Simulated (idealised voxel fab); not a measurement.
process module | voxel wiring stack
cross-section cut | 140 nm wide | cells 5 nm
A cross-section is a grid of square cells, given in bands from the top down. A band is one or more rows of cells.
Each band's line starts with the height of the band's top and of its bottom, in nm. Then come its materials from left to right, each with its width in nm. One material with "throughout" fills the band from edge to edge. "air" is empty space.
Height 0 is the level under which the wafer as received is all one material. The lowest band goes on downwards, as in "0 down".
A width such as "30 to 40" changes by the same amount from each row of cells to the next, from the band's top row to its bottom row.
"no change" after a step means that no cell of the cross-section changed.
closed voids: empty space of 8 cells or more with no open way to the top, each as width x height at its distance from the left edge, in nm
after a step's settings: what the simulator itself notes on the step
overlay nm, on a step with a mask: how far to the right of its planned place the mask lay; to the left if negative
plan
1 op RECEIVE | material Si
2 op CONFORMAL_DEP | material SiO2 | thk nm 10
3 op CONFORMAL_DEP | material SiCN | thk nm 5
4 op DIRECTIONAL_DEP | material SiO2 | thk nm 25
5 op MASKED_ETCH | tone open | mask id METAL_1 | width nm 20 | pitch nm 35 | etch materials SiO2 | depth nm 25 | overlay nm 0
6 op MASKED_ETCH | tone open | mask id METAL_1 | width nm 20 | pitch nm 35 | etch materials SiCN | depth nm 5 | overlay nm 0
7 op CONFORMAL_DEP | material TiN | thk nm 5
8 op FILL_DEP | material W | thk nm 10
9 op CMP | height nm 40
10 op EPI | material Ru | thk nm 5
11 op FILL_DEP | material SiCN | thk nm 5
12 op DIRECTIONAL_DEP | material lowk | thk nm 10
13 op PATTERN | tone open | mask id PLUG_1 | material resist | width nm 15 | pitch nm 70 | thk nm 20 | overlay nm 0
14 op DIRECTIONAL_ETCH | etch materials lowk | depth nm 10
15 op DIRECTIONAL_ETCH | etch materials SiCN | depth nm 5
16 op STRIP | etch materials resist
17 op CONFORMAL_DEP | material TiN | thk nm 5
18 op FILL_DEP | material W | thk nm 5
19 op CMP | height nm 60
20 op DIRECTIONAL_DEP | material TiN | thk nm 5
21 op DIRECTIONAL_DEP | material Ru | thk nm 20
22 op MASKED_ETCH | tone cover | mask id METAL_2 | width nm 20 | pitch nm 35 | etch materials Ru | depth nm 20 | overlay nm 0
23 op MASKED_ETCH | tone cover | mask id METAL_2 | width nm 20 | pitch nm 35 | etch materials TiN | depth nm 5 | overlay nm 0
24 op CONFORMAL_DEP | material SiN | thk nm 5
25 op FILL_DEP | material lowk | thk nm 10
26 op CMP | height nm 85
27 op CONFORMAL_DEP | material SiCN | thk nm 5
28 op DIRECTIONAL_DEP | material SiO2 | thk nm 35
29 op PATTERN | tone open | mask id METAL_3 | material resist | width nm 20 | pitch nm 35 | thk nm 15 | overlay nm 0
30 op DIRECTIONAL_ETCH | etch materials SiO2 | depth nm 20
31 op STRIP | etch materials resist
32 op PATTERN | tone open | mask id METAL_3_HOLES | material resist | width nm 15 | pitch nm 35 | thk nm 15 | overlay nm 0
33 op DIRECTIONAL_ETCH | etch materials SiO2 | depth nm 15
34 op DIRECTIONAL_ETCH | etch materials SiCN | depth nm 5
35 op STRIP | etch materials resist
36 op CONFORMAL_DEP | material TiN | thk nm 5
37 op FILL_DEP | material Cu | thk nm 10
38 op CMP | height nm 125
39 op CONFORMAL_DEP | material SiN | thk nm 5
as received, after step 1
  0 down: Si throughout
  closed voids: none
a wafer at the end: this start, this plan, one mistake
  130 to 125: SiN throughout
  125 to 115: Cu throughout
  115 to 110: TiN 30 | Cu 10 | TiN 25 | Cu 10 | TiN 25 | Cu 10 | TiN 30
  110 to 105: SiO2 25 | TiN 20 | SiO2 15 | TiN 20 | SiO2 15 | TiN 20 | SiO2 25
  105 to 90: SiO2 40 | TiN 5 | SiO2 30 | TiN 5 | SiO2 30 | TiN 5 | SiO2 25
  90 to 85: SiCN 40 | TiN 5 | SiCN 30 | TiN 5 | SiCN 30 | TiN 5 | SiCN 25
  85 to 65: lowk 20 | SiN 5 | Ru 20 | SiN 5 | lowk 5 | SiN 5 | Ru 20 | SiN 5 | lowk 5 | SiN 5 | Ru 20 | SiN 5 | lowk 20
  65 to 60: SiN 25 | TiN 20 | SiN 15 | TiN 20 | SiN 15 | TiN 20 | SiN 25
  60 to 50: lowk 25 | TiN 5 | W 5 | TiN 5 | lowk 55 | TiN 5 | W 5 | TiN 5 | lowk 30
  50 to 45: SiCN 25 | TiN 15 | SiCN 55 | TiN 15 | SiCN 30
  45 to 40: SiCN 20 | Ru 30 | SiCN 5 | Ru 30 | SiCN 5 | Ru 30 | SiCN 20
  40 to 15: SiO2 25 | TiN 5 | W 10 | TiN 5 | SiO2 15 | TiN 5 | W 10 | TiN 5 | SiO2 15 | TiN 5 | W 10 | TiN 5 | SiO2 25
  15 to 10: SiCN 25 | TiN 20 | SiCN 15 | TiN 20 | SiCN 15 | TiN 20 | SiCN 25
  10 to 0: SiO2 throughout
  0 down: Si throughout
  closed voids: none
what went wrong: step 32 ran as: op PATTERN | tone cover | mask id METAL_3_HOLES | material resist | width nm 15 | pitch nm 35 | thk nm 15 | overlay nm 0
